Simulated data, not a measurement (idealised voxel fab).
process module | voxel wiring stack
cross-section cut | 180 nm wide | cells 5 nm
A cross-section is a grid of square cells, given in bands from the top down. A band is one or more rows of cells.
Each band's line starts with the height of the band's top and of its bottom, in nm. Then come its materials from left to right, each with its width in nm. One material with "throughout" fills the band from edge to edge. "air" is empty space.
Height 0 is the level under which the wafer as received is all one material. The lowest band goes on downwards, as in "0 down".
A width such as "30 to 40" changes by the same amount from each row of cells to the next, from the band's top row to its bottom row.
"no change" after a step means that no cell of the cross-section changed.
closed voids: empty space of 8 cells or more with no open way to the top, each as width x height at its distance from the left edge, in nm
after a step's settings: what the simulator itself notes on the step
overlay nm, on a step with a mask: how far to the right of its planned place the mask lay; to the left if negative
plan
1 op RECEIVE | material Si
2 op CONFORMAL_DEP | material SiO2 | thk nm 15
3 op CONFORMAL_DEP | material SiN | thk nm 5
4 op DIRECTIONAL_DEP | material SiO2 | thk nm 15
5 op DIRECTIONAL_DEP | material aC | thk nm 15
6 op PATTERN | tone open | mask id METAL_1 | material resist | width nm 25 | pitch nm 40 | thk nm 35 | overlay nm 0
7 op DIRECTIONAL_ETCH | etch materials aC | depth nm 15
8 op STRIP | etch materials resist
9 op DIRECTIONAL_ETCH | etch materials SiO2 | depth nm 15
10 op DIRECTIONAL_ETCH | etch materials SiN | depth nm 5
11 op STRIP | etch materials aC
12 op CONFORMAL_DEP | material TiN | thk nm 5
13 op FILL_DEP | material Cu | thk nm 5
14 op CMP | height nm 35
15 op EPI | material Ru | thk nm 5
16 op FILL_DEP | material SiCN | thk nm 5
17 op DIRECTIONAL_DEP | material SiO2 | thk nm 10
18 op PATTERN | tone open | mask id PLUG_1 | material resist | width nm 15 | pitch nm 40 | thk nm 15 | overlay nm 0
19 op DIRECTIONAL_ETCH | etch materials SiO2 | depth nm 10
20 op DIRECTIONAL_ETCH | etch materials SiCN | depth nm 5
21 op STRIP | etch materials resist
22 op CONFORMAL_DEP | material TiN | thk nm 5
23 op FILL_DEP | material Ru | thk nm 10
24 op CMP | height nm 55
25 op DIRECTIONAL_DEP | material TiN | thk nm 5
26 op DIRECTIONAL_DEP | material W | thk nm 15
27 op PATTERN | tone cover | mask id METAL_2 | material resist | width nm 25 | pitch nm 40 | thk nm 20 | overlay nm 0
28 op DIRECTIONAL_ETCH | etch materials W | depth nm 15
29 op DIRECTIONAL_ETCH | etch materials TiN | depth nm 5
30 op STRIP | etch materials resist
31 op CONFORMAL_DEP | material SiN | thk nm 5
32 op FILL_DEP | material lowk | thk nm 10
33 op CMP | height nm 75
34 op CONFORMAL_DEP | material SiCN | thk nm 5
35 op DIRECTIONAL_DEP | material SiO2 | thk nm 30
36 op DIRECTIONAL_DEP | material aC | thk nm 10
37 op PATTERN | tone open | mask id METAL_3_HOLES | material resist | width nm 15 | thk nm 30 | overlay nm 0
38 op DIRECTIONAL_ETCH | etch materials aC | depth nm 10
39 op STRIP | etch materials resist
40 op DIRECTIONAL_ETCH | etch materials SiO2 | depth nm 30
41 op STRIP | etch materials aC
42 op DIRECTIONAL_DEP | material aC | thk nm 15
43 op PATTERN | tone open | mask id METAL_3 | material resist | width nm 25 | pitch nm 40 | thk nm 30 | overlay nm 0
44 op DIRECTIONAL_ETCH | etch materials aC | depth nm 15
45 op STRIP | etch materials resist
46 op DIRECTIONAL_ETCH | etch materials SiO2 | depth nm 15
47 op DIRECTIONAL_ETCH | etch materials SiCN | depth nm 5
48 op STRIP | etch materials aC
49 op CONFORMAL_DEP | material TiN | thk nm 5
50 op FILL_DEP | material Cu | thk nm 5
51 op CMP | height nm 110
52 op CONFORMAL_DEP | material SiN | thk nm 5
as received, after step 1
  0 down: Si throughout
  closed voids: none
a wafer at the end: this start, this plan, one mistake
  115 to 110: SiN throughout
  110 to 100: SiO2 55 | TiN 5 | Cu 15 | TiN 5 | SiO2 15 | TiN 5 | Cu 15 | TiN 5 | SiO2 60
  100 to 95: SiO2 55 | TiN 5 | Cu 5 | TiN 15 | SiO2 15 | TiN 25 | SiO2 60
  95 to 85: SiO2 55 | TiN 5 | Cu 5 | TiN 5 | SiO2 110
  85 to 80: SiO2 55 | TiN 15 | SiO2 110
  80 to 75: Ru throughout
  75 to 60: lowk 50 | SiN 5 | W 25 | SiN 5 | lowk 5 | SiN 5 | W 25 | SiN 5 | lowk 55
  60 to 55: SiN 55 | TiN 25 | SiN 15 | TiN 25 | SiN 60
  55 to 45: SiO2 55 | TiN 5 | Ru 5 | TiN 5 | SiO2 25 | TiN 5 | Ru 5 | TiN 5 | SiO2 70
  45 to 40: SiCN 55 | TiN 15 | SiCN 25 | TiN 15 | SiCN 70
  40 to 35: SiCN 50 | Ru 35 | SiCN 5 | Ru 35 | SiCN 55
  35 to 20: SiO2 55 | TiN 5 | Cu 15 | TiN 5 | SiO2 15 | TiN 5 | Cu 15 | TiN 5 | SiO2 60
  20 to 15: SiN 55 | TiN 25 | SiN 15 | TiN 25 | SiN 60
  15 to 0: SiO2 throughout
  0 down: Si throughout
  closed voids: none
what went wrong: step 34 ran as: op CONFORMAL_DEP | material Ru | thk nm 5
